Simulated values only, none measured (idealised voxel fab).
process module | voxel air gaps
cross-section cut | 230 nm wide | cells 5 nm
A cross-section is a grid of square cells, given in bands from the top down. A band is one or more rows of cells.
Each band's line starts with the height of the band's top and of its bottom, in nm. Then come its materials from left to right, each with its width in nm. One material with "throughout" fills the band from edge to edge. "air" is empty space.
Height 0 is the level under which the wafer as received is all one material. The lowest band goes on downwards, as in "0 down".
A width such as "30 to 40" changes by the same amount from each row of cells to the next, from the band's top row to its bottom row.
"no change" after a step means that no cell of the cross-section changed.
closed voids: empty space of 8 cells or more with no open way to the top, each as width x height at its distance from the left edge, in nm
after a step's settings: what the simulator itself notes on the step
overlay nm, on a step with a mask: how far to the right of its planned place the mask lay; to the left if negative
plan
1 op RECEIVE | material Si
2 op CONFORMAL_DEP | material SiO2 | thk nm 10
3 op CONFORMAL_DEP | material SiN | thk nm 5
4 op DIRECTIONAL_DEP | material lowk | thk nm 40
5 op PATTERN | tone open | mask id LINES | material resist | width nm 20 | pitch nm 45 | thk nm 20 | overlay nm 0
6 op DIRECTIONAL_ETCH | etch materials lowk | depth nm 40
7 op STRIP | etch materials resist
8 op CONFORMAL_DEP | material TiN | thk nm 5
9 op FILL_DEP | material Ru | thk nm 5
10 op CMP | height nm 55
11 op EPI | material Ru | thk nm 10
12 op SELECTIVE_ETCH | etch materials lowk | depth nm 50
13 op CONFORMAL_DEP | material SiCN | thk nm 5
first wafer, as planned
as received, after step 1
  0 down: Si throughout
  closed voids: none
after step 2
  10 to 0: SiO2 throughout
  below 0: unchanged
after step 3
  15 to 10: SiN throughout
  below 10: unchanged
after step 4
  55 to 15: lowk throughout
  below 15: unchanged
after step 5
  75 to 55: resist 35 | air 20 | resist 25 | air 20 | resist 25 | air 20 | resist 25 | air 20 | resist 40
  below 55: unchanged
after step 6
  75 to 55: resist 35 | air 20 | resist 25 | air 20 | resist 25 | air 20 | resist 25 | air 20 | resist 40
  55 to 15: lowk 35 | air 20 | lowk 25 | air 20 | lowk 25 | air 20 | lowk 25 | air 20 | lowk 40
  below 15: unchanged
after step 7
  55 to 15: lowk 35 | air 20 | lowk 25 | air 20 | lowk 25 | air 20 | lowk 25 | air 20 | lowk 40
  below 15: unchanged
after step 8
  60 to 55: TiN 40 | air 10 | TiN 35 | air 10 | TiN 35 | air 10 | TiN 35 | air 10 | TiN 45
  55 to 20: lowk 35 | TiN 5 | air 10 | TiN 5 | lowk 25 | TiN 5 | air 10 | TiN 5 | lowk 25 | TiN 5 | air 10 | TiN 5 | lowk 25 | TiN 5 | air 10 | TiN 5 | lowk 40
  20 to 15: lowk 35 | TiN 20 | lowk 25 | TiN 20 | lowk 25 | TiN 20 | lowk 25 | TiN 20 | lowk 40
  below 15: unchanged
after step 9
  65 to 60: Ru throughout
  60 to 55: TiN 40 | Ru 10 | TiN 35 | Ru 10 | TiN 35 | Ru 10 | TiN 35 | Ru 10 | TiN 45
  55 to 20: lowk 35 | TiN 5 | Ru 10 | TiN 5 | lowk 25 | TiN 5 | Ru 10 | TiN 5 | lowk 25 | TiN 5 | Ru 10 | TiN 5 | lowk 25 | TiN 5 | Ru 10 | TiN 5 | lowk 40
  below 20: unchanged
after step 10
  55 to 20: lowk 35 | TiN 5 | Ru 10 | TiN 5 | lowk 25 | TiN 5 | Ru 10 | TiN 5 | lowk 25 | TiN 5 | Ru 10 | TiN 5 | lowk 25 | TiN 5 | Ru 10 | TiN 5 | lowk 40
  below 20: unchanged
after step 11
  65 to 55: air 25 | Ru 40 | air 5 | Ru 40 | air 5 | Ru 40 | air 5 | Ru 40 | air 30
  below 55: unchanged
after step 12
  65 to 55: air 25 | Ru 40 | air 5 | Ru 40 | air 5 | Ru 40 | air 5 | Ru 40 | air 30
  55 to 20: air 35 | TiN 5 | Ru 10 | TiN 5 | air 25 | TiN 5 | Ru 10 | TiN 5 | air 25 | TiN 5 | Ru 10 | TiN 5 | air 25 | TiN 5 | Ru 10 | TiN 5 | air 40
  20 to 15: air 35 | TiN 20 | air 25 | TiN 20 | air 25 | TiN 20 | air 25 | TiN 20 | air 40
  below 15: unchanged
after step 13
  70 to 65: air 20 | SiCN 185 | air 25
  65 to 55: air 20 | SiCN 5 | Ru 40 | SiCN 5 | Ru 40 | SiCN 5 | Ru 40 | SiCN 5 | Ru 40 | SiCN 5 | air 25
  55 to 50: air 20 | SiCN 15 | TiN 5 | Ru 10 | TiN 5 | SiCN 25 | TiN 5 | Ru 10 | TiN 5 | SiCN 25 | TiN 5 | Ru 10 | TiN 5 | SiCN 25 | TiN 5 | Ru 10 | TiN 5 | SiCN 15 | air 25
  50 to 20: air 30 | SiCN 5 | TiN 5 | Ru 10 | TiN 5 | SiCN 5 | air 15 | SiCN 5 | TiN 5 | Ru 10 | TiN 5 | SiCN 5 | air 15 | SiCN 5 | TiN 5 | Ru 10 | TiN 5 | SiCN 5 | air 15 | SiCN 5 | TiN 5 | Ru 10 | TiN 5 | SiCN 5 | air 35
  20 to 15: SiCN 35 | TiN 20 | SiCN 25 | TiN 20 | SiCN 25 | TiN 20 | SiCN 25 | TiN 20 | SiCN 40
  below 15: unchanged
  closed voids: 15 x 30 at 60; 15 x 30 at 105; 15 x 30 at 150
second wafer: like start, like plan, one mistake. Through step 10 it matches the first wafer
when step 11 should have ended
  75 to 55: air 15 | Ru 195 | air 20
  below 55: unchanged
when step 12 should have ended
  75 to 55: air 15 | Ru 195 | air 20
  55 to 20: air 35 | TiN 5 | Ru 10 | TiN 5 | lowk 25 | TiN 5 | Ru 10 | TiN 5 | lowk 25 | TiN 5 | Ru 10 | TiN 5 | lowk 25 | TiN 5 | Ru 10 | TiN 5 | air 40
  20 to 15: air 35 | TiN 20 | lowk 25 | TiN 20 | lowk 25 | TiN 20 | lowk 25 | TiN 20 | air 40
  below 15: unchanged
when step 13 should have ended
  80 to 75: air 10 | SiCN 205 | air 15
  75 to 55: air 10 | SiCN 5 | Ru 195 | SiCN 5 | air 15
  55 to 50: air 10 | SiCN 25 | TiN 5 | Ru 10 | TiN 5 | lowk 25 | TiN 5 | Ru 10 | TiN 5 | lowk 25 | TiN 5 | Ru 10 | TiN 5 | lowk 25 | TiN 5 | Ru 10 | TiN 5 | SiCN 25 | air 15
  50 to 20: air 30 | SiCN 5 | TiN 5 | Ru 10 | TiN 5 | lowk 25 | TiN 5 | Ru 10 | TiN 5 | lowk 25 | TiN 5 | Ru 10 | TiN 5 | lowk 25 | TiN 5 | Ru 10 | TiN 5 | SiCN 5 | air 35
  20 to 15: SiCN 35 | TiN 20 | lowk 25 | TiN 20 | lowk 25 | TiN 20 | lowk 25 | TiN 20 | SiCN 40
  below 15: unchanged
what went wrong: step 11 was run twice
at the end the second wafer has, in cells: 92 more of Ru | 60 fewer of SiCN | 120 more of lowk
closed voids at the end (first wafer, second wafer): 3, 0
